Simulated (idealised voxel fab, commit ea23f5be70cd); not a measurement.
Herein follows the process module entitled voxel ribs on slabs.
Xsec cut, 155 nm wide, square cell size 5 nm.
In what follows, cross-sections appear as grids of square cells, described through bands that run from the top down, where every band is one or more rows of cells. Top, bottom (nm), then materials left to right with widths (nm); lone material tagged "everywhere" fills the whole band edge to edge; "empty" = empty space. Heads up on the height convention: 0 is the point under which the incoming wafer is all one material, and the lowest band has no bottom, it just keeps going down, like "z 0 and below". Quick explanation for "30..40": the width changes in equal steps down the rows of cells, from the first number in the band's top row to the second number in its bottom row. When a step is marked "remained unchanged", none of the cells in the cross-section changed during that step. Closed-off voids of 8+ cells (no open route to the top) go in "Closed void inventory", written width x height at distance from the left edge, in nm. On a step's line, text after the settings is the simulator commenting on that step. "overlay nm", when on a step's line for a step with a mask, measures how far to the right of its planned place the mask lay; a negative measure means to the left. Pairs from here to the end. Each: cross-section before one process step, cross-section after it, the latter only as far down as the lowest band that changed. Under each: the step between, and its settings. Mind that the pairs may be taken from different runs of this module on the same starting wafer; whether a pair continues from the pair above depends on its entry headed "Before this step", and it does only where that entry says so.
Before this step:
z 115 to 80 | 65 nm empty; 25 nm resist; 65 nm empty
z 80 to 65 | aC everywhere
z 65 to 60 | SiN everywhere
z 60 to 40 | SiO2 everywhere
z 40 to 35 | 70 nm SiO2; 15 nm SiN; 70 nm SiO2
z 35 to 20 | 45 nm SiO2; 65 nm SiN; 45 nm SiO2
z 20 to 0 | SiO2 everywhere
z 0 and below | Si everywhere
Closed void inventory: none
Result of Step:
z 100 to 80 | 65 nm empty; 25 nm resist; 65 nm empty
z 80 to 65 | 65 nm empty; 25 nm aC; 65 nm empty
Note: structure below 65 unchanged.
Closed void inventory: none
Step sandwiched between the two cross-sections above: DIRECTIONAL_ETCH,etch materials aC,depth nm 15
Before this step: The pre-step condition corresponds to the post-step cross-section depicted in the pair directly above.
Result of Step:
z 80 to 65 | 65 nm empty; 25 nm aC; 65 nm empty
Note: structure below 65 unchanged.
Closed void inventory: none
Step sandwiched between the two cross-sections above: STRIP,etch materials resist
Before this step: The pre-step condition corresponds to the post-step cross-section depicted in the pair directly above.
Result of Step:
z 65 to 60 | SiN everywhere
Note: structure below 60 unchanged.
Closed void inventory: none
Step sandwiched between the two cross-sections above: STRIP,etch materials aC
Before this step: The pre-step condition corresponds to the post-step cross-section depicted in the pair directly above.
Result of Step:
z 70 to 60 | SiN everywhere
Note: structure below 60 unchanged.
Closed void inventory: none
Step sandwiched between the two cross-sections above: CONFORMAL_DEP,material SiN,thk nm 5
Before this step:
z 50 to 40 | aC everywhere
z 40 to 20 | SiN everywhere
z 20 to 0 | SiO2 everywhere
z 0 and below | Si everywhere
Closed void inventory: none
Result of Step:
z 75 to 50 | 70 nm resist; 15 nm empty; 70 nm resist
Note: structure below 50 unchanged.
Closed void inventory: none
Step sandwiched between the two cross-sections above: PATTERN,tone open,mask id RIB,material resist,width nm 15,thk nm 25,overlay nm 0
Before this step: The pre-step condition corresponds to the post-step cross-section depicted in the pair directly above.
Result of Step:
z 65 to 50 | 70 nm resist; 15 nm empty; 70 nm resist
z 50 to 40 | 70 nm aC; 15 nm empty; 70 nm aC
Note: structure below 40 unchanged.
Closed void inventory: none
Step sandwiched between the two cross-sections above: DIRECTIONAL_ETCH,etch materials aC,depth nm 10
Before this step: The pre-step condition corresponds to the post-step cross-section depicted in the pair directly above.
Result of Step:
z 50 to 40 | 70 nm aC; 15 nm empty; 70 nm aC
Note: structure below 40 unchanged.
Closed void inventory: none
Step sandwiched between the two cross-sections above: STRIP,etch materials resist
Before this step: The pre-step condition corresponds to the post-step cross-section depicted in the pair directly above.
Result of Step:
z 50 to 40 | 70 nm aC; 15 nm empty; 70 nm aC
z 40 to 35 | 70 nm SiN; 15 nm empty; 70 nm SiN
Note: structure below 35 unchanged.
Closed void inventory: none
Step sandwiched between the two cross-sections above: DIRECTIONAL_ETCH,etch materials SiN,depth nm 5
Before this step: The pre-step condition corresponds to the post-step cross-section depicted in the pair directly above.
Result of Step:
z 40 to 35 | 70 nm SiN; 15 nm empty; 70 nm SiN
Note: structure below 35 unchanged.
Closed void inventory: none
Step sandwiched between the two cross-sections above: STRIP,etch materials aC
Before this step: The pre-step condition corresponds to the post-step cross-section depicted in the pair directly above.
Result of Step:
z 40 to 35 | 45 nm empty; 25 nm SiN; 15 nm empty; 25 nm SiN; 45 nm empty
z 35 to 25 | 45 nm empty; 65 nm SiN; 45 nm empty
Note: structure below 25 unchanged.
Closed void inventory: none
Step sandwiched between the two cross-sections above: MASKED_ETCH,tone cover,mask id SLAB,width nm 65,etch materials SiN,depth nm 15,overlay nm 0
Before this step: The pre-step condition corresponds to the post-step cross-section depicted in the pair directly above.
Result of Step:
z 65 to 40 | SiO2 everywhere
z 40 to 35 | 45 nm SiO2; 25 nm SiN; 15 nm SiO2; 25 nm SiN; 45 nm SiO2
z 35 to 25 | 45 nm SiO2; 65 nm SiN; 45 nm SiO2
Note: structure below 25 unchanged.
Closed void inventory: none
Step sandwiched between the two cross-sections above: FILL_DEP,material SiO2,thk nm 25
Before this step: The pre-step condition corresponds to the post-step cross-section depicted in the pair directly above.
Result of Step:
z 60 to 40 | SiO2 everywhere
Note: structure below 40 unchanged.
Closed void inventory: none
Step sandwiched between the two cross-sections above: CMP,height nm 60
Before this step: The pre-step condition corresponds to the post-step cross-section depicted in the pair directly above.
Result of Step:
z 65 to 60 | TiN everywhere
Note: structure below 60 unchanged.
Closed void inventory: none
Step sandwiched between the two cross-sections above: DIRECTIONAL_DEP,material TiN,thk nm 5
Before this step: The pre-step condition corresponds to the post-step cross-section depicted in the pair directly above.
Result of Step:
z 80 to 65 | aC everywhere
Note: structure below 65 unchanged.
Closed void inventory: none
Step sandwiched between the two cross-sections above: DIRECTIONAL_DEP,material aC,thk nm 15
Before this step: The pre-step condition corresponds to the post-step cross-section depicted in the pair directly above.
Result of Step:
z 115 to 80 | 65 nm empty; 25 nm resist; 65 nm empty
Note: structure below 80 unchanged.
Closed void inventory: none
Step sandwiched between the two cross-sections above: PATTERN,tone cover,mask id HEATER,material resist,width nm 25,thk nm 35,overlay nm 0
Before this step: The pre-step condition corresponds to the post-step cross-section depicted in the pair directly above.
Result of Step:
z 100 to 80 | 65 nm empty; 25 nm resist; 65 nm empty
z 80 to 65 | 65 nm empty; 25 nm aC; 65 nm empty
Note: structure below 65 unchanged.
Closed void inventory: none
Step sandwiched between the two cross-sections above: DIRECTIONAL_ETCH,etch materials aC,depth nm 15
Before this step: The pre-step condition corresponds to the post-step cross-section depicted in the pair directly above.
Result of Step:
z 80 to 65 | 65 nm empty; 25 nm aC; 65 nm empty
Note: structure below 65 unchanged.
Closed void inventory: none
Step sandwiched between the two cross-sections above: STRIP,etch materials resist
Before this step: The pre-step condition corresponds to the post-step cross-section depicted in the pair directly above.
Result of Step:
z 80 to 65 | 65 nm empty; 25 nm aC; 65 nm empty
z 65 to 60 | 65 nm empty; 25 nm TiN; 65 nm empty
Note: structure below 60 unchanged.
Closed void inventory: none
Step sandwiched between the two cross-sections above: DIRECTIONAL_ETCH,etch materials TiN,depth nm 5
Before this step: The pre-step condition corresponds to the post-step cross-section depicted in the pair directly above.
Result of Step:
z 65 to 60 | 65 nm empty; 25 nm TiN; 65 nm empty
Note: structure below 60 unchanged.
Closed void inventory: none
Step sandwiched between the two cross-sections above: STRIP,etch materials aC
Before this step: The pre-step condition corresponds to the post-step cross-section depicted in the pair directly above.
Result of Step:
z 70 to 65 | 60 nm empty; 35 nm SiN; 60 nm empty
z 65 to 60 | 65 nm SiN; 25 nm TiN; 65 nm SiN
Note: structure below 60 unchanged.
Closed void inventory: none
Step sandwiched between the two cross-sections above: CONFORMAL_DEP,material SiN,thk nm 5
